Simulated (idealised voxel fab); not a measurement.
The document below concerns the process module designated voxel transistor to metal.
Xsec cut, 205 nm wide, square cell size 5 nm.
A cross-section in this document is a grid of square cells, and it is written down as bands, the top band listed before the ones below it; a band is made up of one or more rows of cells.
First you get the band's top height and its bottom height, in nm, and then the materials it's made of, left to right, with each width in nm. If you see a single material with "edge to edge", that one covers the band edge to edge. "blank" is empty space.
Height 0 is the level under which the wafer as received is all one material. The lowest band goes on downwards, as in "0..down".
Top row gets the first number, bottom row gets the second, and each row in between changes by the same step: that is how a band width like "30->40" works.
"everything unchanged" for a step: no cell of the cross-section changed in that step.
Reported under the label "Closed void inventory" are the empty spaces having no open way to the top and comprising 8 cells or more; the notation for each is width x height at distance, in which the distance is measured from the left edge and all three values are in nm.
Where a step's line continues beyond its settings, the continuation is a remark by the simulator itself on that step.
overlay nm: mask right of planned place by this much (step with mask). Neg. = left.
Below is the list of planned process steps
1,RECEIVE,material Si
2,CONFORMAL_DEP,material SiO2,thk nm 5
3,CONFORMAL_DEP,material SiN,thk nm 10
4,DIRECTIONAL_DEP,material aC,thk nm 10
5,PATTERN,tone cover,mask id ACTIVE,material resist,width nm 135,thk nm 30,overlay nm 0
6,DIRECTIONAL_ETCH,etch materials aC,depth nm 10
7,STRIP,etch materials resist
8,DIRECTIONAL_ETCH,etch materials SiN,depth nm 10
9,DIRECTIONAL_ETCH,etch materials SiO2,depth nm 5
10,DIRECTIONAL_ETCH,etch materials Si,depth nm 30
11,STRIP,etch materials aC
12,FILL_DEP,material SiO2,thk nm 15
13,CMP,height nm 15
14,SELECTIVE_ETCH,etch materials SiO2,depth nm 10
15,STRIP,etch materials SiN
16,SELECTIVE_ETCH,etch materials SiO2,depth nm 5
17,OXIDIZE,depth nm 5
18,DIRECTIONAL_DEP,material polySi,thk nm 25
19,DIRECTIONAL_DEP,material SiCN,thk nm 15
20,MASKED_ETCH,tone cover,mask id GATE,width nm 35,etch materials SiCN,depth nm 25,overlay nm 0
21,MASKED_ETCH,tone cover,mask id GATE,width nm 35,etch materials polySi,depth nm 35,overlay nm 0
22,CONFORMAL_DEP,material SiN,thk nm 10
23,DIRECTIONAL_ETCH,etch materials SiN,depth nm 10
24,DIRECTIONAL_ETCH,etch materials SiO2,depth nm 5
25,DIRECTIONAL_ETCH,etch materials Si,depth nm 5
26,EPI,material SiGe,thk nm 5
27,FILL_DEP,material SiO2,thk nm 5
28,CMP,height nm 25
29,STRIP,etch materials polySi
30,SELECTIVE_ETCH,etch materials SiO2,depth nm 5
31,CONFORMAL_DEP,material HfO2,thk nm 5
32,CONFORMAL_DEP,material TiN,thk nm 5
33,FILL_DEP,material W,thk nm 10
34,CMP,height nm 20
35,DIRECTIONAL_DEP,material SiO2,thk nm 15
36,PATTERN,tone open,mask id CONTACT,material resist,width nm 20,pitch nm 95,thk nm 20,overlay nm 0
37,DIRECTIONAL_ETCH,etch materials SiO2,depth nm 40
38,STRIP,etch materials resist
39,CONFORMAL_DEP,material TiN,thk nm 5
40,FILL_DEP,material W,thk nm 5
41,CMP,height nm 35
42,DIRECTIONAL_DEP,material TiN,thk nm 5
43,DIRECTIONAL_DEP,material W,thk nm 25
44,DIRECTIONAL_DEP,material aC,thk nm 15
45,PATTERN,tone cover,mask id METAL_1,material resist,width nm 20,pitch nm 95,thk nm 30,overlay nm 0
46,DIRECTIONAL_ETCH,etch materials aC,depth nm 15
47,STRIP,etch materials resist
48,DIRECTIONAL_ETCH,etch materials W,depth nm 25
49,DIRECTIONAL_ETCH,etch materials TiN,depth nm 5
50,STRIP,etch materials aC
51,CONFORMAL_DEP,material SiN,thk nm 5
52,FILL_DEP,material lowk,thk nm 10
53,CMP,height nm 65
54,CONFORMAL_DEP,material SiCN,thk nm 5
Don't read the plan's thk nm for step 2 as applying to every wafer: that's the first wafer's value, and the wafers differ in it, though they all start identical.
The as-received cross-section of the first of several wafers corresponds to the state after step 1
- 0..down = Si edge to edge
- Closed void inventory: none
Wafer cross-section (first of several) - module end, post step 54 (last step)
- 70..65 = SiCN edge to edge
- 65..40 = lowk 40 nm  SiN 5 nm  W 20 nm  SiN 5 nm  lowk 65 nm  SiN 5 nm  W 20 nm  SiN 5 nm  lowk 40 nm
- 40..35 = SiN 45 nm  TiN 20 nm  SiN 75 nm  TiN 20 nm  SiN 45 nm
- 35..20 = SiO2 45 nm  TiN 5 nm  W 10 nm  TiN 5 nm  SiO2 75 nm  TiN 5 nm  W 10 nm  TiN 5 nm  SiO2 45 nm
- 20..5 = SiO2 45 nm  TiN 5 nm  W 10 nm  TiN 5 nm  SiO2 10 nm  SiN 10 nm  HfO2 5 nm  TiN 5 nm  W 15 nm  TiN 5 nm  HfO2 5 nm  SiN 10 nm  SiO2 10 nm  TiN 5 nm  W 10 nm  TiN 5 nm  SiO2 45 nm
- 5..0 = SiO2 45 nm  TiN 5 nm  W 10 nm  TiN 5 nm  SiO2 10 nm  SiN 10 nm  HfO2 5 nm  TiN 25 nm  HfO2 5 nm  SiN 10 nm  SiO2 10 nm  TiN 5 nm  W 10 nm  TiN 5 nm  SiO2 45 nm
- 0..-5 = SiO2 45 nm  TiN 20 nm  SiO2 5 nm  SiGe 5 nm  SiO2 5 nm  HfO2 45 nm  SiO2 5 nm  SiGe 5 nm  SiO2 5 nm  TiN 20 nm  SiO2 45 nm
- -5..-10 = SiO2 35 nm  SiGe 40 nm  Si 55 nm  SiGe 40 nm  SiO2 35 nm
- -10..-30 = SiO2 35 nm  Si 135 nm  SiO2 35 nm
- -30..down = Si edge to edge
- Closed void inventory: none
Cross-section, last wafer, module completion
- 70..65 = SiCN edge to edge
- 65..40 = lowk 40 nm  SiN 5 nm  W 20 nm  SiN 5 nm  lowk 65 nm  SiN 5 nm  W 20 nm  SiN 5 nm  lowk 40 nm
- 40..35 = SiN 45 nm  TiN 20 nm  SiN 75 nm  TiN 20 nm  SiN 45 nm
- 35..20 = SiO2 45 nm  TiN 5 nm  W 10 nm  TiN 5 nm  SiO2 75 nm  TiN 5 nm  W 10 nm  TiN 5 nm  SiO2 45 nm
- 20..5 = SiO2 45 nm  TiN 5 nm  W 10 nm  TiN 5 nm  SiO2 10 nm  SiN 10 nm  HfO2 5 nm  TiN 5 nm  W 15 nm  TiN 5 nm  HfO2 5 nm  SiN 10 nm  SiO2 10 nm  TiN 5 nm  W 10 nm  TiN 5 nm  SiO2 45 nm
- 5..0 = SiO2 45 nm  TiN 5 nm  W 10 nm  TiN 5 nm  SiO2 10 nm  SiN 10 nm  HfO2 5 nm  TiN 25 nm  HfO2 5 nm  SiN 10 nm  SiO2 10 nm  TiN 5 nm  W 10 nm  TiN 5 nm  SiO2 45 nm
- 0..-5 = SiO2 45 nm  TiN 20 nm  SiO2 5 nm  SiGe 5 nm  SiO2 5 nm  HfO2 45 nm  SiO2 5 nm  SiGe 5 nm  SiO2 5 nm  TiN 20 nm  SiO2 45 nm
- -5..-10 = SiGe 75 nm  Si 55 nm  SiGe 75 nm
- -10..down = Si edge to edge
- Closed void inventory: none
Note: the following table is arranged by wafer, a row apiece. Each row reports the end-of-module state: per material, cells gained (+) or cells lost (-) compared with the wafer as received; closed voids follow
thk nm 5 | +17 HfO2 | -127 Si | +41 SiCN | +18 SiGe | +69 SiN | +279 SiO2 | +55 TiN | +77 W | +145 lowk | Closed void inventory: none
thk nm 10 | +15 HfO2 | -44 Si | +41 SiCN | +28 SiGe | +69 SiN | +199 SiO2 | +51 TiN | +70 W | +145 lowk | Closed void inventory: none
thk nm 15 | +17 HfO2 | -71 Si | +41 SiCN | +32 SiGe | +69 SiN | +209 SiO2 | +55 TiN | +77 W | +145 lowk | Closed void inventory: none
thk nm 20 | +17 HfO2 | -71 Si | +41 SiCN | +32 SiGe | +69 SiN | +209 SiO2 | +55 TiN | +77 W | +145 lowk | Closed void inventory: none
